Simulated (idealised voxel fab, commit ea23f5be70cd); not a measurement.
process module | voxel capacitor over wiring
cross-section cut | 175 nm wide | cells 5 nm
A cross-section is a grid of square cells, given in bands from the top down. A band is one or more rows of cells.
Each band's line starts with the height of the band's top and of its bottom, in nm. Then come its materials from left to right, each with its width in nm. One material with "throughout" fills the band from edge to edge. "air" is empty space.
Height 0 is the level under which the wafer as received is all one material. The lowest band goes on downwards, as in "0 down".
A width such as "30 to 40" changes by the same amount from each row of cells to the next, from the band's top row to its bottom row.
"no change" after a step means that no cell of the cross-section changed.
closed voids: empty space of 8 cells or more with no open way to the top, each as width x height at its distance from the left edge, in nm
after a step's settings: what the simulator itself notes on the step
overlay nm, on a step with a mask: how far to the right of its planned place the mask lay; to the left if negative
Each pair below shows a cross-section before one step and the cross-section after it, down to the lowest band that changed. The line under each pair gives the step between them, with its settings. The pairs can come from different runs of this module on the same starting wafer, so a pair continues from the pair above only where its "before" says so.
before
  35 to 15: air 35 | Ru 30 | air 45 | Ru 30 | air 35
  15 to 10: air 35 | TiN 30 | air 45 | TiN 30 | air 35
  10 to 0: SiO2 throughout
  0 down: Si throughout
  closed voids: none
after
  45 to 35: lowk throughout
  35 to 15: lowk 35 | Ru 30 | lowk 45 | Ru 30 | lowk 35
  15 to 10: lowk 35 | TiN 30 | lowk 45 | TiN 30 | lowk 35
  below 10: unchanged
  closed voids: none
the step between: op FILL_DEP | material lowk | thk nm 10
before: the cross-section after the pair above
after
  35 to 15: lowk 35 | Ru 30 | lowk 45 | Ru 30 | lowk 35
  below 15: unchanged
  closed voids: none
the step between: op CMP | height nm 35
before: the cross-section after the pair above
after
  40 to 35: SiCN throughout
  below 35: unchanged
  closed voids: none
the step between: op CONFORMAL_DEP | material SiCN | thk nm 5
before: the cross-section after the pair above
after
  60 to 40: SiO2 throughout
  below 40: unchanged
  closed voids: none
the step between: op DIRECTIONAL_DEP | material SiO2 | thk nm 20
before: the cross-section after the pair above
after
  70 to 60: aC throughout
  below 60: unchanged
  closed voids: none
the step between: op DIRECTIONAL_DEP | material aC | thk nm 10
before: the cross-section after the pair above
after
  95 to 70: resist 45 | air 15 | resist 115
  below 70: unchanged
  closed voids: none
the step between: op PATTERN | tone open | mask id PLUG_1 | material resist | width nm 15 | thk nm 25 | overlay nm 0
before: the cross-section after the pair above
after
  85 to 70: resist 45 | air 15 | resist 115
  70 to 60: aC 45 | air 15 | aC 115
  below 60: unchanged
  closed voids: none
the step between: op DIRECTIONAL_ETCH | etch materials aC | depth nm 10
before: the cross-section after the pair above
after
  70 to 60: aC 45 | air 15 | aC 115
  below 60: unchanged
  closed voids: none
the step between: op STRIP | etch materials resist
before: the cross-section after the pair above
after
  70 to 60: aC 45 | air 15 | aC 115
  60 to 40: SiO2 45 | air 15 | SiO2 115
  below 40: unchanged
  closed voids: none
the step between: op DIRECTIONAL_ETCH | etch materials SiO2 | depth nm 20
before: the cross-section after the pair above
after
  70 to 60: aC 45 | air 15 | aC 115
  60 to 40: SiO2 45 | air 15 | SiO2 115
  40 to 35: SiCN 45 | air 15 | SiCN 115
  below 35: unchanged
  closed voids: none
the step between: op DIRECTIONAL_ETCH | etch materials SiCN | depth nm 5
before: the cross-section after the pair above
after
  60 to 40: SiO2 45 | air 15 | SiO2 115
  below 40: unchanged
  closed voids: none
the step between: op STRIP | etch materials aC
before: the cross-section after the pair above
after
  60 to 45: SiO2 45 | air 15 | SiO2 115
  45 to 40: SiO2 45 | Ru 15 | SiO2 115
  40 to 35: SiCN 45 | Ru 15 | SiCN 115
  below 35: unchanged
  closed voids: none
the step between: op EPI | material Ru | thk nm 10
before: the cross-section after the pair above
after
  60 to 55: SiO2 45 | air 15 | SiO2 115
  55 to 40: SiO2 45 | Ru 15 | SiO2 115
  below 40: unchanged
  closed voids: none
the step between: op EPI | material Ru | thk nm 10
before: the cross-section after the pair above
after
  60 to 40: SiO2 45 | Ru 15 | SiO2 115
  below 40: unchanged
  closed voids: none
the step between: op EPI | material Ru | thk nm 5
before: the cross-section after the pair above
after
  70 to 60: TiN throughout
  below 60: unchanged
  closed voids: none
the step between: op DIRECTIONAL_DEP | material TiN | thk nm 10
before: the cross-section after the pair above
after
  75 to 70: SiN throughout
  below 70: unchanged
  closed voids: none
the step between: op DIRECTIONAL_DEP | material SiN | thk nm 5
before: the cross-section after the pair above
after
  80 to 75: TiN throughout
  below 75: unchanged
  closed voids: none
the step between: op DIRECTIONAL_DEP | material TiN | thk nm 5
before: the cross-section after the pair above
after
  95 to 80: air 45 | resist 55 | air 75
  below 80: unchanged
  closed voids: none
the step between: op PATTERN | tone cover | mask id UPPER_PLATE | material resist | width nm 55 | thk nm 15 | overlay nm 0
before: the cross-section after the pair above
after
  95 to 80: air 45 | resist 55 | air 75
  80 to 75: air 45 | TiN 55 | air 75
  below 75: unchanged
  closed voids: none
the step between: op DIRECTIONAL_ETCH | etch materials TiN | depth nm 5
before: the cross-section after the pair above
after
  95 to 80: air 45 | resist 55 | air 75
  80 to 75: air 45 | TiN 55 | air 75
  75 to 70: air 45 | SiN 55 | air 75
  below 70: unchanged
  closed voids: none
the step between: op DIRECTIONAL_ETCH | etch materials SiN | depth nm 5
before: the cross-section after the pair above
after
  80 to 75: air 45 | TiN 55 | air 75
  below 75: unchanged
  closed voids: none
the step between: op STRIP | etch materials resist
before: the cross-section after the pair above
after
  80 to 75: air 45 | TiN 55 | air 75
  75 to 70: air 45 | SiN 55 | air 75
  70 to 60: air 40 | TiN 65 | air 70
  below 60: unchanged
  closed voids: none
the step between: op MASKED_ETCH | tone cover | mask id LOWER_PLATE | width nm 65 | etch materials TiN | depth nm 10 | overlay nm 0
before: the cross-section after the pair above
after
  100 to 80: SiO2 throughout
  80 to 75: SiO2 45 | TiN 55 | SiO2 75
  75 to 70: SiO2 45 | SiN 55 | SiO2 75
  70 to 60: SiO2 40 | TiN 65 | SiO2 70
  below 60: unchanged
  closed voids: none
the step between: op FILL_DEP | material SiO2 | thk nm 20
before: the cross-section after the pair above
after
  95 to 80: SiO2 throughout
  below 80: unchanged
  closed voids: none
the step between: op CMP | height nm 95
before: the cross-section after the pair above
after
  105 to 95: aC throughout
  below 95: unchanged
  closed voids: none
the step between: op DIRECTIONAL_DEP | material aC | thk nm 10
before: the cross-section after the pair above
after
  135 to 105: resist 55 | air 15 | resist 105
  below 105: unchanged
  closed voids: none
the step between: op PATTERN | tone open | mask id PLUG_2 | material resist | width nm 15 | thk nm 30 | overlay nm 0
before: the cross-section after the pair above
after
  125 to 105: resist 55 | air 15 | resist 105
  105 to 95: aC 55 | air 15 | aC 105
  below 95: unchanged
  closed voids: none
the step between: op DIRECTIONAL_ETCH | etch materials aC | depth nm 10
before: the cross-section after the pair above
after
  105 to 95: aC 55 | air 15 | aC 105
  below 95: unchanged
  closed voids: none
the step between: op STRIP | etch materials resist
before: the cross-section after the pair above
after
  105 to 95: aC 55 | air 15 | aC 105
  95 to 80: SiO2 55 | air 15 | SiO2 105
  below 80: unchanged
  closed voids: none
the step between: op DIRECTIONAL_ETCH | etch materials SiO2 | depth nm 15
before: the cross-section after the pair above
after
  95 to 80: SiO2 55 | air 15 | SiO2 105
  below 80: unchanged
  closed voids: none
the step between: op STRIP | etch materials aC
before: the cross-section after the pair above
after
  100 to 95: TiN 60 | air 5 | TiN 110
  95 to 85: SiO2 55 | TiN 5 | air 5 | TiN 5 | SiO2 105
  85 to 75: SiO2 55 to 45 | TiN 15 to 55 | SiO2 105 to 75
  below 75: unchanged
  closed voids: none
the step between: op CONFORMAL_DEP | material TiN | thk nm 5
before: the cross-section after the pair above
after
  105 to 100: Cu throughout
  100 to 95: TiN 60 | Cu 5 | TiN 110
  95 to 85: SiO2 55 | TiN 5 | Cu 5 | TiN 5 | SiO2 105
  below 85: unchanged
  closed voids: none
the step between: op FILL_DEP | material Cu | thk nm 5
before: the cross-section after the pair above
after
  95 to 85: SiO2 55 | TiN 5 | Cu 5 | TiN 5 | SiO2 105
  below 85: unchanged
  closed voids: none
the step between: op CMP | height nm 95
before: the cross-section after the pair above
after
  100 to 95: SiN throughout
  below 95: unchanged
  closed voids: none
the step between: op CONFORMAL_DEP | material SiN | thk nm 5
before
  70 to 60: aC throughout
  60 to 40: SiO2 throughout
  40 to 35: SiCN throughout
  35 to 15: lowk 35 | Ru 25 | lowk 50 | Ru 25 | lowk 40
  15 to 10: lowk 35 | TiN 25 | lowk 50 | TiN 25 | lowk 40
  10 to 0: SiO2 throughout
  0 down: Si throughout
  closed voids: none
after
  95 to 70: resist 35 | air 15 | resist 125
  below 70: unchanged
  closed voids: none
the step between: op PATTERN | tone open | mask id PLUG_1 | material resist | width nm 15 | thk nm 25 | overlay nm -10
before: the cross-section after the pair above
after
  85 to 70: resist 35 | air 15 | resist 125
  70 to 60: aC 35 | air 15 | aC 125
  below 60: unchanged
  closed voids: none
the step between: op DIRECTIONAL_ETCH | etch materials aC | depth nm 10
before: the cross-section after the pair above
after
  70 to 60: aC 35 | air 15 | aC 125
  below 60: unchanged
  closed voids: none
the step between: op STRIP | etch materials resist
before: the cross-section after the pair above
after
  70 to 60: aC 35 | air 15 | aC 125
  60 to 40: SiO2 35 | air 15 | SiO2 125
  below 40: unchanged
  closed voids: none
the step between: op DIRECTIONAL_ETCH | etch materials SiO2 | depth nm 20
before: the cross-section after the pair above
after
  70 to 60: aC 35 | air 15 | aC 125
  60 to 40: SiO2 35 | air 15 | SiO2 125
  40 to 35: SiCN 35 | air 15 | SiCN 125
  below 35: unchanged
  closed voids: none
the step between: op DIRECTIONAL_ETCH | etch materials SiCN | depth nm 5
before: the cross-section after the pair above
after
  60 to 40: SiO2 35 | air 15 | SiO2 125
  below 40: unchanged
  closed voids: none
the step between: op STRIP | etch materials aC
before: the cross-section after the pair above
after
  60 to 45: SiO2 35 | air 15 | SiO2 125
  45 to 40: SiO2 35 | Ru 15 | SiO2 125
  40 to 35: SiCN 35 | Ru 15 | SiCN 125
  below 35: unchanged
  closed voids: none
the step between: op EPI | material Ru | thk nm 10
before: the cross-section after the pair above
after
  60 to 55: SiO2 35 | air 15 | SiO2 125
  55 to 40: SiO2 35 | Ru 15 | SiO2 125
  below 40: unchanged
  closed voids: none
the step between: op EPI | material Ru | thk nm 10
before: the cross-section after the pair above
after
  60 to 40: SiO2 35 | Ru 15 | SiO2 125
  below 40: unchanged
  closed voids: none
the step between: op EPI | material Ru | thk nm 5
before: the cross-section after the pair above
after
  70 to 60: TiN throughout
  below 60: unchanged
  closed voids: none
the step between: op DIRECTIONAL_DEP | material TiN | thk nm 10
before: the cross-section after the pair above
after
  75 to 70: SiN throughout
  below 70: unchanged
  closed voids: none
the step between: op DIRECTIONAL_DEP | material SiN | thk nm 5
before: the cross-section after the pair above
after
  80 to 75: TiN throughout
  below 75: unchanged
  closed voids: none
the step between: op DIRECTIONAL_DEP | material TiN | thk nm 5
before: the cross-section after the pair above
after
  95 to 80: air 45 | resist 55 | air 75
  below 80: unchanged
  closed voids: none
the step between: op PATTERN | tone cover | mask id UPPER_PLATE | material resist | width nm 55 | thk nm 15 | overlay nm 0
before: the cross-section after the pair above
after
  95 to 80: air 45 | resist 55 | air 75
  80 to 75: air 45 | TiN 55 | air 75
  below 75: unchanged
  closed voids: none
the step between: op DIRECTIONAL_ETCH | etch materials TiN | depth nm 5
before: the cross-section after the pair above
after
  95 to 80: air 45 | resist 55 | air 75
  80 to 75: air 45 | TiN 55 | air 75
  75 to 70: air 45 | SiN 55 | air 75
  below 70: unchanged
  closed voids: none
the step between: op DIRECTIONAL_ETCH | etch materials SiN | depth nm 5
before: the cross-section after the pair above
after
  80 to 75: air 45 | TiN 55 | air 75
  below 75: unchanged
  closed voids: none
the step between: op STRIP | etch materials resist
before: the cross-section after the pair above
after
  80 to 75: air 45 | TiN 55 | air 75
  75 to 70: air 45 | SiN 55 | air 75
  70 to 60: air 40 | TiN 65 | air 70
  below 60: unchanged
  closed voids: none
the step between: op MASKED_ETCH | tone cover | mask id LOWER_PLATE | width nm 65 | etch materials TiN | depth nm 10 | overlay nm 0
before: the cross-section after the pair above
after
  100 to 80: SiO2 throughout
  80 to 75: SiO2 45 | TiN 55 | SiO2 75
  75 to 70: SiO2 45 | SiN 55 | SiO2 75
  70 to 60: SiO2 40 | TiN 65 | SiO2 70
  below 60: unchanged
  closed voids: none
the step between: op FILL_DEP | material SiO2 | thk nm 20
before: the cross-section after the pair above
after
  95 to 80: SiO2 throughout
  below 80: unchanged
  closed voids: none
the step between: op CMP | height nm 95
before: the cross-section after the pair above
after
  105 to 95: aC throughout
  below 95: unchanged
  closed voids: none
the step between: op DIRECTIONAL_DEP | material aC | thk nm 10
before: the cross-section after the pair above
after
  135 to 105: resist 55 | air 15 | resist 105
  below 105: unchanged
  closed voids: none
the step between: op PATTERN | tone open | mask id PLUG_2 | material resist | width nm 15 | thk nm 30 | overlay nm 0
before: the cross-section after the pair above
after
  125 to 105: resist 55 | air 15 | resist 105
  105 to 95: aC 55 | air 15 | aC 105
  below 95: unchanged
  closed voids: none
the step between: op DIRECTIONAL_ETCH | etch materials aC | depth nm 10
before: the cross-section after the pair above
after
  105 to 95: aC 55 | air 15 | aC 105
  below 95: unchanged
  closed voids: none
the step between: op STRIP | etch materials resist
before: the cross-section after the pair above
after
  105 to 95: aC 55 | air 15 | aC 105
  95 to 80: SiO2 55 | air 15 | SiO2 105
  below 80: unchanged
  closed voids: none
the step between: op DIRECTIONAL_ETCH | etch materials SiO2 | depth nm 15
before: the cross-section after the pair above
after
  95 to 80: SiO2 55 | air 15 | SiO2 105
  below 80: unchanged
  closed voids: none
the step between: op STRIP | etch materials aC
before: the cross-section after the pair above
after
  100 to 95: TiN 60 | air 5 | TiN 110
  95 to 85: SiO2 55 | TiN 5 | air 5 | TiN 5 | SiO2 105
  85 to 75: SiO2 55 to 45 | TiN 15 to 55 | SiO2 105 to 75
  below 75: unchanged
  closed voids: none
the step between: op CONFORMAL_DEP | material TiN | thk nm 5
before: the cross-section after the pair above
after
  105 to 100: Cu throughout
  100 to 95: TiN 60 | Cu 5 | TiN 110
  95 to 85: SiO2 55 | TiN 5 | Cu 5 | TiN 5 | SiO2 105
  below 85: unchanged
  closed voids: none
the step between: op FILL_DEP | material Cu | thk nm 5
before: the cross-section after the pair above
after
  95 to 85: SiO2 55 | TiN 5 | Cu 5 | TiN 5 | SiO2 105
  below 85: unchanged
  closed voids: none
the step between: op CMP | height nm 95
before: the cross-section after the pair above
after
  100 to 95: SiN throughout
  below 95: unchanged
  closed voids: none
the step between: op CONFORMAL_DEP | material SiN | thk nm 5
before
  15 to 10: TiN throughout
  10 to 0: SiO2 throughout
  0 down: Si throughout
  closed voids: none
after
  35 to 15: SiCN throughout
  below 15: unchanged
  closed voids: none
the step between: op DIRECTIONAL_DEP | material SiCN | thk nm 20
before: the cross-section after the pair above
after
  50 to 35: aC throughout
  below 35: unchanged
  closed voids: none
the step between: op DIRECTIONAL_DEP | material aC | thk nm 15
before: the cross-section after the pair above
after
  80 to 50: air 35 | resist 25 | air 50 | resist 25 | air 40
  below 50: unchanged
  closed voids: none
the step between: op PATTERN | tone cover | mask id METAL_1 | material resist | width nm 25 | pitch nm 75 | thk nm 30 | overlay nm 0
before: the cross-section after the pair above
after
  65 to 50: air 35 | resist 25 | air 50 | resist 25 | air 40
  50 to 35: air 35 | aC 25 | air 50 | aC 25 | air 40
  below 35: unchanged
  closed voids: none
the step between: op DIRECTIONAL_ETCH | etch materials aC | depth nm 15
before: the cross-section after the pair above
after
  50 to 35: air 35 | aC 25 | air 50 | aC 25 | air 40
  below 35: unchanged
  closed voids: none
the step between: op STRIP | etch materials resist
before: the cross-section after the pair above
after
  35 to 15: SiCN throughout
  below 15: unchanged
  closed voids: none
the step between: op STRIP | etch materials aC
before: the cross-section after the pair above
after
  45 to 35: lowk throughout
  below 35: unchanged
  closed voids: none
the step between: op FILL_DEP | material lowk | thk nm 10
before: the cross-section after the pair above
after
  35 to 15: SiCN throughout
  below 15: unchanged
  closed voids: none
the step between: op CMP | height nm 35
before: the cross-section after the pair above
after
  40 to 15: SiCN throughout
  below 15: unchanged
  closed voids: none
the step between: op CONFORMAL_DEP | material SiCN | thk nm 5
before: the cross-section after the pair above
after
  60 to 40: SiO2 throughout
  below 40: unchanged
  closed voids: none
the step between: op DIRECTIONAL_DEP | material SiO2 | thk nm 20
before: the cross-section after the pair above
after
  70 to 60: aC throughout
  below 60: unchanged
  closed voids: none
the step between: op DIRECTIONAL_DEP | material aC | thk nm 10
before: the cross-section after the pair above
after
  95 to 70: resist 45 | air 15 | resist 115
  below 70: unchanged
  closed voids: none
the step between: op PATTERN | tone open | mask id PLUG_1 | material resist | width nm 15 | thk nm 25 | overlay nm 0
before: the cross-section after the pair above
after
  85 to 70: resist 45 | air 15 | resist 115
  70 to 60: aC 45 | air 15 | aC 115
  below 60: unchanged
  closed voids: none
the step between: op DIRECTIONAL_ETCH | etch materials aC | depth nm 10
before: the cross-section after the pair above
after
  70 to 60: aC 45 | air 15 | aC 115
  below 60: unchanged
  closed voids: none
the step between: op STRIP | etch materials resist
before: the cross-section after the pair above
after
  70 to 60: aC 45 | air 15 | aC 115
  60 to 40: SiO2 45 | air 15 | SiO2 115
  below 40: unchanged
  closed voids: none
the step between: op DIRECTIONAL_ETCH | etch materials SiO2 | depth nm 20
before: the cross-section after the pair above
after
  70 to 60: aC 45 | air 15 | aC 115
  60 to 40: SiO2 45 | air 15 | SiO2 115
  40 to 35: SiCN 45 | air 15 | SiCN 115
  below 35: unchanged
  closed voids: none
the step between: op DIRECTIONAL_ETCH | etch materials SiCN | depth nm 5
before: the cross-section after the pair above
after
  60 to 40: SiO2 45 | air 15 | SiO2 115
  below 40: unchanged
  closed voids: none
the step between: op STRIP | etch materials aC
before: the cross-section after the pair above
after
  70 to 60: TiN 45 | air 15 | TiN 115
  60 to 45: SiO2 45 | air 15 | SiO2 115
  45 to 40: SiO2 45 | TiN 15 | SiO2 115
  40 to 35: SiCN 45 | TiN 15 | SiCN 115
  below 35: unchanged
  closed voids: none
the step between: op DIRECTIONAL_DEP | material TiN | thk nm 10
before: the cross-section after the pair above
after
  75 to 70: SiN 45 | air 15 | SiN 115
  70 to 60: TiN 45 | air 15 | TiN 115
  60 to 50: SiO2 45 | air 15 | SiO2 115
  50 to 45: SiO2 45 | SiN 15 | SiO2 115
  below 45: unchanged
  closed voids: none
the step between: op DIRECTIONAL_DEP | material SiN | thk nm 5
before: the cross-section after the pair above
after
  80 to 75: TiN 45 | air 15 | TiN 115
  75 to 70: SiN 45 | air 15 | SiN 115
  70 to 60: TiN 45 | air 15 | TiN 115
  60 to 55: SiO2 45 | air 15 | SiO2 115
  55 to 50: SiO2 45 | TiN 15 | SiO2 115
  below 50: unchanged
  closed voids: none
the step between: op DIRECTIONAL_DEP | material TiN | thk nm 5
before: the cross-section after the pair above
after
  95 to 80: air 45 | resist 55 | air 75
  80 to 75: TiN 45 | resist 15 | TiN 115
  75 to 70: SiN 45 | resist 15 | SiN 115
  70 to 60: TiN 45 | resist 15 | TiN 115
  60 to 55: SiO2 45 | resist 15 | SiO2 115
  below 55: unchanged
  closed voids: none
the step between: op PATTERN | tone cover | mask id UPPER_PLATE | material resist | width nm 55 | thk nm 15 | overlay nm 0
before: the cross-section after the pair above
after
  95 to 80: air 45 | resist 55 | air 75
  80 to 75: air 45 | resist 15 | TiN 40 | air 75
  below 75: unchanged
  closed voids: none
the step between: op DIRECTIONAL_ETCH | etch materials TiN | depth nm 5
before: the cross-section after the pair above
after
  95 to 80: air 45 | resist 55 | air 75
  80 to 75: air 45 | resist 15 | TiN 40 | air 75
  75 to 70: air 45 | resist 15 | SiN 40 | air 75
  below 70: unchanged
  closed voids: none
the step between: op DIRECTIONAL_ETCH | etch materials SiN | depth nm 5
before: the cross-section after the pair above
after
  80 to 75: air 60 | TiN 40 | air 75
  75 to 70: air 60 | SiN 40 | air 75
  70 to 60: TiN 45 | air 15 | TiN 115
  60 to 55: SiO2 45 | air 15 | SiO2 115
  below 55: unchanged
  closed voids: none
the step between: op STRIP | etch materials resist
before: the cross-section after the pair above
after
  80 to 75: air 60 | TiN 40 | air 75
  75 to 70: air 60 | SiN 40 | air 75
  70 to 60: air 40 | TiN 5 | air 15 | TiN 45 | air 70
  below 60: unchanged
  closed voids: none
the step between: op MASKED_ETCH | tone cover | mask id LOWER_PLATE | width nm 65 | etch materials TiN | depth nm 10 | overlay nm 0
before: the cross-section after the pair above
after
  100 to 80: SiO2 throughout
  80 to 75: SiO2 60 | TiN 40 | SiO2 75
  75 to 70: SiO2 60 | SiN 40 | SiO2 75
  70 to 60: SiO2 40 | TiN 5 | SiO2 15 | TiN 45 | SiO2 70
  60 to 55: SiO2 throughout
  below 55: unchanged
  closed voids: none
the step between: op FILL_DEP | material SiO2 | thk nm 20
before: the cross-section after the pair above
after
  95 to 80: SiO2 throughout
  below 80: unchanged
  closed voids: none
the step between: op CMP | height nm 95
before: the cross-section after the pair above
after
  105 to 95: aC throughout
  below 95: unchanged
  closed voids: none
the step between: op DIRECTIONAL_DEP | material aC | thk nm 10
before: the cross-section after the pair above
after
  135 to 105: resist 55 | air 15 | resist 105
  below 105: unchanged
  closed voids: none
the step between: op PATTERN | tone open | mask id PLUG_2 | material resist | width nm 15 | thk nm 30 | overlay nm 0
before: the cross-section after the pair above
after
  125 to 105: resist 55 | air 15 | resist 105
  105 to 95: aC 55 | air 15 | aC 105
  below 95: unchanged
  closed voids: none
the step between: op DIRECTIONAL_ETCH | etch materials aC | depth nm 10
before: the cross-section after the pair above
after
  105 to 95: aC 55 | air 15 | aC 105
  below 95: unchanged
  closed voids: none
the step between: op STRIP | etch materials resist
before: the cross-section after the pair above
after
  105 to 95: aC 55 | air 15 | aC 105
  95 to 80: SiO2 55 | air 15 | SiO2 105
  below 80: unchanged
  closed voids: none
the step between: op DIRECTIONAL_ETCH | etch materials SiO2 | depth nm 15
before: the cross-section after the pair above
after
  95 to 80: SiO2 55 | air 15 | SiO2 105
  below 80: unchanged
  closed voids: none
the step between: op STRIP | etch materials aC
before: the cross-section after the pair above
after
  100 to 95: TiN 60 | air 5 | TiN 110
  95 to 85: SiO2 55 | TiN 5 | air 5 | TiN 5 | SiO2 105
  85 to 75: SiO2 55 to 60 | TiN 15 to 40 | SiO2 105 to 75
  below 75: unchanged
  closed voids: none
the step between: op CONFORMAL_DEP | material TiN | thk nm 5
before: the cross-section after the pair above
after
  105 to 100: Cu throughout
  100 to 95: TiN 60 | Cu 5 | TiN 110
  95 to 85: SiO2 55 | TiN 5 | Cu 5 | TiN 5 | SiO2 105
  below 85: unchanged
  closed voids: none
the step between: op FILL_DEP | material Cu | thk nm 5
before: the cross-section after the pair above
after
  95 to 85: SiO2 55 | TiN 5 | Cu 5 | TiN 5 | SiO2 105
  below 85: unchanged
  closed voids: none
the step between: op CMP | height nm 95
before: the cross-section after the pair above
after
  100 to 95: SiN throughout
  below 95: unchanged
  closed voids: none
the step between: op CONFORMAL_DEP | material SiN | thk nm 5
before
  80 to 75: TiN throughout
  75 to 70: SiN throughout
  70 to 60: TiN throughout
  60 to 40: SiO2 45 | Ru 15 | SiO2 115
  40 to 35: SiCN 45 | Ru 15 | SiCN 115
  35 to 15: lowk 35 | Ru 25 | lowk 50 | Ru 25 | lowk 40
  15 to 10: lowk 35 | TiN 25 | lowk 50 | TiN 25 | lowk 40
  10 to 0: SiO2 throughout
  0 down: Si throughout
  closed voids: none
after
  95 to 80: resist 45 | air 55 | resist 75
  below 80: unchanged
  closed voids: none
the step between: op PATTERN | tone open | mask id UPPER_PLATE | material resist | width nm 55 | thk nm 15 | overlay nm 0
before: the cross-section after the pair above
after
  95 to 80: resist 45 | air 55 | resist 75
  80 to 75: TiN 45 | air 55 | TiN 75
  below 75: unchanged
  closed voids: none
the step between: op DIRECTIONAL_ETCH | etch materials TiN | depth nm 5
before: the cross-section after the pair above
after
  95 to 80: resist 45 | air 55 | resist 75
  80 to 75: TiN 45 | air 55 | TiN 75
  75 to 70: SiN 45 | air 55 | SiN 75
  below 70: unchanged
  closed voids: none
the step between: op DIRECTIONAL_ETCH | etch materials SiN | depth nm 5
before: the cross-section after the pair above
after
  80 to 75: TiN 45 | air 55 | TiN 75
  below 75: unchanged
  closed voids: none
the step between: op STRIP | etch materials resist
before: the cross-section after the pair above
after
  80 to 75: air 40 | TiN 5 | air 55 | TiN 5 | air 70
  below 75: unchanged
  closed voids: none
the step between: op MASKED_ETCH | tone cover | mask id LOWER_PLATE | width nm 65 | etch materials TiN | depth nm 10 | overlay nm 0
before: the cross-section after the pair above
after
  100 to 80: SiO2 throughout
  80 to 75: SiO2 40 | TiN 5 | SiO2 55 | TiN 5 | SiO2 70
  75 to 70: SiN 45 | SiO2 55 | SiN 75
  below 70: unchanged
  closed voids: none
the step between: op FILL_DEP | material SiO2 | thk nm 20
before: the cross-section after the pair above
after
  95 to 80: SiO2 throughout
  below 80: unchanged
  closed voids: none
the step between: op CMP | height nm 95
before: the cross-section after the pair above
after
  105 to 95: aC throughout
  below 95: unchanged
  closed voids: none
the step between: op DIRECTIONAL_DEP | material aC | thk nm 10
before: the cross-section after the pair above
after
  135 to 105: resist 55 | air 15 | resist 105
  below 105: unchanged
  closed voids: none
the step between: op PATTERN | tone open | mask id PLUG_2 | material resist | width nm 15 | thk nm 30 | overlay nm 0
before: the cross-section after the pair above
after
  125 to 105: resist 55 | air 15 | resist 105
  105 to 95: aC 55 | air 15 | aC 105
  below 95: unchanged
  closed voids: none
the step between: op DIRECTIONAL_ETCH | etch materials aC | depth nm 10
before: the cross-section after the pair above
after
  105 to 95: aC 55 | air 15 | aC 105
  below 95: unchanged
  closed voids: none
the step between: op STRIP | etch materials resist
before: the cross-section after the pair above
after
  105 to 95: aC 55 | air 15 | aC 105
  95 to 80: SiO2 55 | air 15 | SiO2 105
  below 80: unchanged
  closed voids: none
the step between: op DIRECTIONAL_ETCH | etch materials SiO2 | depth nm 15
before: the cross-section after the pair above
after
  95 to 80: SiO2 55 | air 15 | SiO2 105
  below 80: unchanged
  closed voids: none
the step between: op STRIP | etch materials aC
before: the cross-section after the pair above
after
  100 to 95: TiN 60 | air 5 | TiN 110
  95 to 85: SiO2 55 | TiN 5 | air 5 | TiN 5 | SiO2 105
  85 to 80: SiO2 55 | TiN 15 | SiO2 105
  below 80: unchanged
  closed voids: none
the step between: op CONFORMAL_DEP | material TiN | thk nm 5
before: the cross-section after the pair above
after
  105 to 100: Cu throughout
  100 to 95: TiN 60 | Cu 5 | TiN 110
  95 to 85: SiO2 55 | TiN 5 | Cu 5 | TiN 5 | SiO2 105
  below 85: unchanged
  closed voids: none
the step between: op FILL_DEP | material Cu | thk nm 5
before: the cross-section after the pair above
after
  95 to 85: SiO2 55 | TiN 5 | Cu 5 | TiN 5 | SiO2 105
  below 85: unchanged
  closed voids: none
the step between: op CMP | height nm 95
before: the cross-section after the pair above
after
  100 to 95: SiN throughout
  below 95: unchanged
  closed voids: none
the step between: op CONFORMAL_DEP | material SiN | thk nm 5
